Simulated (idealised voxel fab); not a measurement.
process module | voxel transistor to metal
cross-section cut | 280 nm wide | cells 5 nm
A cross-section is a grid of square cells, given in bands from the top down. A band is one or more rows of cells.
Each band's line starts with the height of the band's top and of its bottom, in nm. Then come its materials from left to right, each with its width in nm. One material with "throughout" fills the band from edge to edge. "air" is empty space.
Height 0 is the level under which the wafer as received is all one material. The lowest band goes on downwards, as in "0 down".
A width such as "30 to 40" changes by the same amount from each row of cells to the next, from the band's top row to its bottom row.
"no change" after a step means that no cell of the cross-section changed.
closed voids: empty space of 8 cells or more with no open way to the top, each as width x height at its distance from the left edge, in nm
after a step's settings: what the simulator itself notes on the step
overlay nm, on a step with a mask: how far to the right of its planned place the mask lay; to the left if negative
plan
1 op RECEIVE | material Si
2 op OXIDIZE | depth nm 5
3 op CONFORMAL_DEP | material SiN | thk nm 15
4 op DIRECTIONAL_DEP | material aC | thk nm 10
5 op PATTERN | tone cover | mask id ACTIVE | material resist | width nm 100 | pitch nm 125 | thk nm 30 | overlay nm 0
6 op DIRECTIONAL_ETCH | etch materials aC | depth nm 10
7 op STRIP | etch materials resist
8 op DIRECTIONAL_ETCH | etch materials SiN | depth nm 15
9 op DIRECTIONAL_ETCH | etch materials SiO2 | depth nm 5
10 op DIRECTIONAL_ETCH | etch materials Si | depth nm 35
11 op STRIP | etch materials aC
12 op OXIDIZE | depth nm 5
13 op FILL_DEP | material SiO2 | thk nm 5
14 op CMP | height nm 15
15 op SELECTIVE_ETCH | etch materials SiO2 | depth nm 15
16 op STRIP | etch materials SiN
17 op SELECTIVE_ETCH | etch materials SiO2 | depth nm 5
18 op OXIDIZE | depth nm 5
19 op DIRECTIONAL_DEP | material polySi | thk nm 20
20 op DIRECTIONAL_DEP | material SiCN | thk nm 15
21 op DIRECTIONAL_DEP | material aC | thk nm 10
22 op PATTERN | tone cover | mask id GATE | material resist | width nm 20 | pitch nm 125 | thk nm 30 | overlay nm 0
23 op DIRECTIONAL_ETCH | etch materials aC | depth nm 10
24 op STRIP | etch materials resist
25 op DIRECTIONAL_ETCH | etch materials SiCN | depth nm 25
26 op DIRECTIONAL_ETCH | etch materials polySi | depth nm 30
27 op STRIP | etch materials aC
28 op CONFORMAL_DEP | material SiO2 | thk nm 5
29 op DIRECTIONAL_ETCH | etch materials SiO2 | depth nm 5
30 op CONFORMAL_DEP | material SiN | thk nm 10
31 op DIRECTIONAL_ETCH | etch materials SiN | depth nm 10
32 op DIRECTIONAL_ETCH | etch materials SiO2 | depth nm 5
33 op DIRECTIONAL_ETCH | etch materials Si | depth nm 5
34 op EPI | material SiGe | thk nm 10
35 op FILL_DEP | material SiO2 | thk nm 10
36 op CMP | height nm 30
37 op DIRECTIONAL_DEP | material SiO2 | thk nm 15
38 op DIRECTIONAL_DEP | material aC | thk nm 15
39 op PATTERN | tone open | mask id CONTACT | material resist | width nm 25 | thk nm 35 | overlay nm 0
40 op DIRECTIONAL_ETCH | etch materials aC | depth nm 15
41 op STRIP | etch materials resist
42 op DIRECTIONAL_ETCH | etch materials SiO2 | depth nm 50
43 op STRIP | etch materials aC
44 op CONFORMAL_DEP | material TiN | thk nm 5
45 op FILL_DEP | material Ru | thk nm 10
46 op CMP | height nm 45
47 op DIRECTIONAL_DEP | material TiN | thk nm 5
48 op DIRECTIONAL_DEP | material Ru | thk nm 15
49 op DIRECTIONAL_DEP | material aC | thk nm 10
50 op PATTERN | tone cover | mask id METAL_1 | material resist | width nm 15 | thk nm 25 | overlay nm 0
51 op DIRECTIONAL_ETCH | etch materials aC | depth nm 10
52 op STRIP | etch materials resist
53 op DIRECTIONAL_ETCH | etch materials Ru | depth nm 15
54 op DIRECTIONAL_ETCH | etch materials TiN | depth nm 5
55 op STRIP | etch materials aC
56 op CONFORMAL_DEP | material SiCN | thk nm 5
57 op FILL_DEP | material lowk | thk nm 10
58 op CMP | height nm 65
59 op CONFORMAL_DEP | material SiN | thk nm 5
varied across the wafers: thk nm of step 56. The plan shows the first wafer's value. All wafers start alike
first wafer as received, after step 1
  0 down: Si throughout
  closed voids: none
each wafer at the end: cells of each material gained (+) or lost (-) since it was received, then its closed voids
thk nm 5 | +84 Ru | -268 Si | +92 SiCN | +44 SiGe | +112 SiN | +480 SiO2 | +100 TiN | +108 lowk | +32 polySi | closed voids: none
thk nm 10 | +84 Ru | -268 Si | +144 SiCN | +44 SiGe | +112 SiN | +480 SiO2 | +100 TiN | +56 lowk | +32 polySi | closed voids: none
thk nm 15 | +84 Ru | -268 Si | +180 SiCN | +44 SiGe | +112 SiN | +480 SiO2 | +100 TiN | +20 lowk | +32 polySi | closed voids: none
thk nm 20 | +84 Ru | -268 Si | +200 SiCN | +44 SiGe | +112 SiN | +480 SiO2 | +100 TiN | +32 polySi | closed voids: none
